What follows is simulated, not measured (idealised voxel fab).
This is a process module. Its name is voxel tone inversion.
Xsec cut, 260 nm wide, square cell size 5 nm.
A cross-section is a grid of square cells, given in bands from the top down. A band is one or more rows of cells.
What a band's entry tells you: where the top is and where the bottom is, as heights in nm, and after that what lies inside, material by material from left to right, each with its width in nm. Empty space is written as the word "blank", and a single material marked with the word "all across" occupies the band from edge to edge.
It should be noted that heights are counted from 0, beneath which the wafer as supplied is of one material throughout, and that the lowest band possesses no lower boundary but continues downward, as written in "0 -> down".
The notation "30..40" denotes a width that varies across the rows of cells in the band, beginning at the first number in the top row, finishing at the second number in the bottom row, and changing by an identical amount from each row to the next.
When a step is marked "nothing different", none of the cells in the cross-section changed during that step.
In the "Catalogued sealed voids" entry, you get each enclosed empty space of 8 cells or more, one with no open way to the top, written width x height at distance, distance from the left edge, in nm.
Anything after a step's settings on that line? It's the simulator's own note about the step.
overlay nm: on a step with a mask, how far right of its planned place the mask lay; negative means left.

Planned step list for the process
1: RECEIVE: material Si
2: CONFORMAL_DEP: material SiCN, thk nm 5
3: DIRECTIONAL_DEP: material polySi, thk nm 20
4: PATTERN: tone cover, mask id POSTS, material resist, width nm 20, pitch nm 40, thk nm 25, overlay nm -15
5: DIRECTIONAL_ETCH: etch materials polySi, depth nm 20
6: STRIP: etch materials resist
7: FILL_DEP: material lowk, thk nm 10
8: CMP: height nm 25
9: STRIP: etch materials polySi
10: CONFORMAL_DEP: material TiN, thk nm 5
11: FILL_DEP: material W, thk nm 5
12: CMP: height nm 25
13: CONFORMAL_DEP: material SiN, thk nm 5
It is noted that the wafers described herein are identical at the outset and are distinguished by the overlay nm of step 4; the value stated in the plan corresponds to the first wafer.

First of several wafers (as received, post step 1), cross-sectional view
- 0 -> down = Si all across
- Catalogued sealed voids: none

Row per wafer, end-of-module: cell gain (+)/loss (-) by material since the wafer came in, then closed voids
overlay nm -15, +52 SiCN, +52 SiN, +20 TiN, +12 W, +176 lowk, Catalogued sealed voids: none
overlay nm -10, +52 SiCN, +52 SiN, +20 TiN, +12 W, +176 lowk, Catalogued sealed voids: none
overlay nm -5, +52 SiCN, +52 SiN, +20 TiN, +12 W, +176 lowk, Catalogued sealed voids: none
overlay nm 0, +52 SiCN, +52 SiN, +20 TiN, +12 W, +176 lowk, Catalogued sealed voids: none
overlay nm 5, +52 SiCN, +52 SiN, +20 TiN, +12 W, +176 lowk, Catalogued sealed voids: none
overlay nm 10, +52 SiCN, +52 SiN, +20 TiN, +12 W, +176 lowk, Catalogued sealed voids: none
overlay nm 15, +52 SiCN, +52 SiN, +20 TiN, +12 W, +176 lowk, Catalogued sealed voids: none
